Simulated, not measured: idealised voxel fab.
process module | voxel air gaps
cross-section cut | 175 nm wide | cells 5 nm
A cross-section is a grid of square cells, given in bands from the top down. A band is one or more rows of cells.
Each band's line starts with the height of the band's top and of its bottom, in nm. Then come its materials from left to right, each with its width in nm. One material with "throughout" fills the band from edge to edge. "air" is empty space.
Height 0 is the level under which the wafer as received is all one material. The lowest band goes on downwards, as in "0 down".
A width such as "30 to 40" changes by the same amount from each row of cells to the next, from the band's top row to its bottom row.
"no change" after a step means that no cell of the cross-section changed.
closed voids: empty space of 8 cells or more with no open way to the top, each as width x height at its distance from the left edge, in nm
after a step's settings: what the simulator itself notes on the step
overlay nm, on a step with a mask: how far to the right of its planned place the mask lay; to the left if negative
plan
1 op RECEIVE | material Si
2 op CONFORMAL_DEP | material SiO2 | thk nm 15
3 op CONFORMAL_DEP | material SiCN | thk nm 5
4 op DIRECTIONAL_DEP | material SiO2 | thk nm 30
5 op MASKED_ETCH | tone open | mask id LINES | width nm 20 | pitch nm 45 | etch materials SiO2 | depth nm 30 | overlay nm 0
6 op CONFORMAL_DEP | material TiN | thk nm 5
7 op FILL_DEP | material Cu | thk nm 10
8 op CMP | height nm 50
9 op EPI | material Ru | thk nm 10
10 op SELECTIVE_ETCH | etch materials SiO2 | depth nm 40
11 op CONFORMAL_DEP | material SiCN | thk nm 5
first wafer, as planned
as received, after step 1
  0 down: Si throughout
  closed voids: none
after step 2
  15 to 0: SiO2 throughout
  below 0: unchanged
after step 3
  20 to 15: SiCN throughout
  below 15: unchanged
after step 4
  50 to 20: SiO2 throughout
  below 20: unchanged
after step 5
  50 to 20: SiO2 30 | air 20 | SiO2 25 | air 20 | SiO2 25 | air 20 | SiO2 35
  below 20: unchanged
after step 6
  55 to 50: TiN 35 | air 10 | TiN 35 | air 10 | TiN 35 | air 10 | TiN 40
  50 to 25: SiO2 30 | TiN 5 | air 10 | TiN 5 | SiO2 25 | TiN 5 | air 10 | TiN 5 | SiO2 25 | TiN 5 | air 10 | TiN 5 | SiO2 35
  25 to 20: SiO2 30 | TiN 20 | SiO2 25 | TiN 20 | SiO2 25 | TiN 20 | SiO2 35
  below 20: unchanged
after step 7
  65 to 55: Cu throughout
  55 to 50: TiN 35 | Cu 10 | TiN 35 | Cu 10 | TiN 35 | Cu 10 | TiN 40
  50 to 25: SiO2 30 | TiN 5 | Cu 10 | TiN 5 | SiO2 25 | TiN 5 | Cu 10 | TiN 5 | SiO2 25 | TiN 5 | Cu 10 | TiN 5 | SiO2 35
  below 25: unchanged
after step 8
  50 to 25: SiO2 30 | TiN 5 | Cu 10 | TiN 5 | SiO2 25 | TiN 5 | Cu 10 | TiN 5 | SiO2 25 | TiN 5 | Cu 10 | TiN 5 | SiO2 35
  below 25: unchanged
after step 9
  60 to 50: air 20 | Ru 40 | air 5 | Ru 40 | air 5 | Ru 40 | air 25
  below 50: unchanged
after step 10
  60 to 50: air 20 | Ru 40 | air 5 | Ru 40 | air 5 | Ru 40 | air 25
  50 to 25: air 30 | TiN 5 | Cu 10 | TiN 5 | air 25 | TiN 5 | Cu 10 | TiN 5 | air 25 | TiN 5 | Cu 10 | TiN 5 | air 35
  25 to 20: air 30 | TiN 20 | air 25 | TiN 20 | air 25 | TiN 20 | air 35
  below 20: unchanged
after step 11
  65 to 60: air 15 | SiCN 140 | air 20
  60 to 50: air 15 | SiCN 5 | Ru 40 | SiCN 5 | Ru 40 | SiCN 5 | Ru 40 | SiCN 5 | air 20
  50 to 45: air 15 | SiCN 15 | TiN 5 | Cu 10 | TiN 5 | SiCN 25 | TiN 5 | Cu 10 | TiN 5 | SiCN 25 | TiN 5 | Cu 10 | TiN 5 | SiCN 15 | air 20
  45 to 25: air 25 | SiCN 5 | TiN 5 | Cu 10 | TiN 5 | SiCN 5 | air 15 | SiCN 5 | TiN 5 | Cu 10 | TiN 5 | SiCN 5 | air 15 | SiCN 5 | TiN 5 | Cu 10 | TiN 5 | SiCN 5 | air 30
  25 to 20: SiCN 30 | TiN 20 | SiCN 25 | TiN 20 | SiCN 25 | TiN 20 | SiCN 35
  below 20: unchanged
  closed voids: 15 x 20 at 55; 15 x 20 at 100
second wafer: like start, like plan, one mistake. Through step 4 it matches the first wafer
when step 5 should have ended
  50 to 20: SiO2 20 | air 20 | SiO2 25 | air 20 | SiO2 25 | air 20 | SiO2 45
  below 20: unchanged
when step 6 should have ended
  55 to 50: TiN 25 | air 10 | TiN 35 | air 10 | TiN 35 | air 10 | TiN 50
  50 to 25: SiO2 20 | TiN 5 | air 10 | TiN 5 | SiO2 25 | TiN 5 | air 10 | TiN 5 | SiO2 25 | TiN 5 | air 10 | TiN 5 | SiO2 45
  25 to 20: SiO2 20 | TiN 20 | SiO2 25 | TiN 20 | SiO2 25 | TiN 20 | SiO2 45
  below 20: unchanged
when step 7 should have ended
  65 to 55: Cu throughout
  55 to 50: TiN 25 | Cu 10 | TiN 35 | Cu 10 | TiN 35 | Cu 10 | TiN 50
  50 to 25: SiO2 20 | TiN 5 | Cu 10 | TiN 5 | SiO2 25 | TiN 5 | Cu 10 | TiN 5 | SiO2 25 | TiN 5 | Cu 10 | TiN 5 | SiO2 45
  below 25: unchanged
when step 8 should have ended
  50 to 25: SiO2 20 | TiN 5 | Cu 10 | TiN 5 | SiO2 25 | TiN 5 | Cu 10 | TiN 5 | SiO2 25 | TiN 5 | Cu 10 | TiN 5 | SiO2 45
  below 25: unchanged
when step 9 should have ended
  60 to 50: air 10 | Ru 40 | air 5 | Ru 40 | air 5 | Ru 40 | air 35
  below 50: unchanged
when step 10 should have ended
  60 to 50: air 10 | Ru 40 | air 5 | Ru 40 | air 5 | Ru 40 | air 35
  50 to 25: air 20 | TiN 5 | Cu 10 | TiN 5 | air 25 | TiN 5 | Cu 10 | TiN 5 | air 25 | TiN 5 | Cu 10 | TiN 5 | air 45
  25 to 20: air 20 | TiN 20 | air 25 | TiN 20 | air 25 | TiN 20 | air 45
  below 20: unchanged
when step 11 should have ended
  65 to 60: air 5 | SiCN 140 | air 30
  60 to 50: air 5 | SiCN 5 | Ru 40 | SiCN 5 | Ru 40 | SiCN 5 | Ru 40 | SiCN 5 | air 30
  50 to 45: air 5 | SiCN 15 | TiN 5 | Cu 10 | TiN 5 | SiCN 25 | TiN 5 | Cu 10 | TiN 5 | SiCN 25 | TiN 5 | Cu 10 | TiN 5 | SiCN 15 | air 30
  45 to 25: air 15 | SiCN 5 | TiN 5 | Cu 10 | TiN 5 | SiCN 5 | air 15 | SiCN 5 | TiN 5 | Cu 10 | TiN 5 | SiCN 5 | air 15 | SiCN 5 | TiN 5 | Cu 10 | TiN 5 | SiCN 5 | air 40
  25 to 20: SiCN 20 | TiN 20 | SiCN 25 | TiN 20 | SiCN 25 | TiN 20 | SiCN 45
  below 20: unchanged
  closed voids: 15 x 20 at 45; 15 x 20 at 90
what went wrong: step 5 ran as: op MASKED_ETCH | tone open | mask id LINES | width nm 20 | pitch nm 45 | etch materials SiO2 | depth nm 30 | overlay nm -10
at the end the second wafer has, in cells: as many of each material as the first, in other places
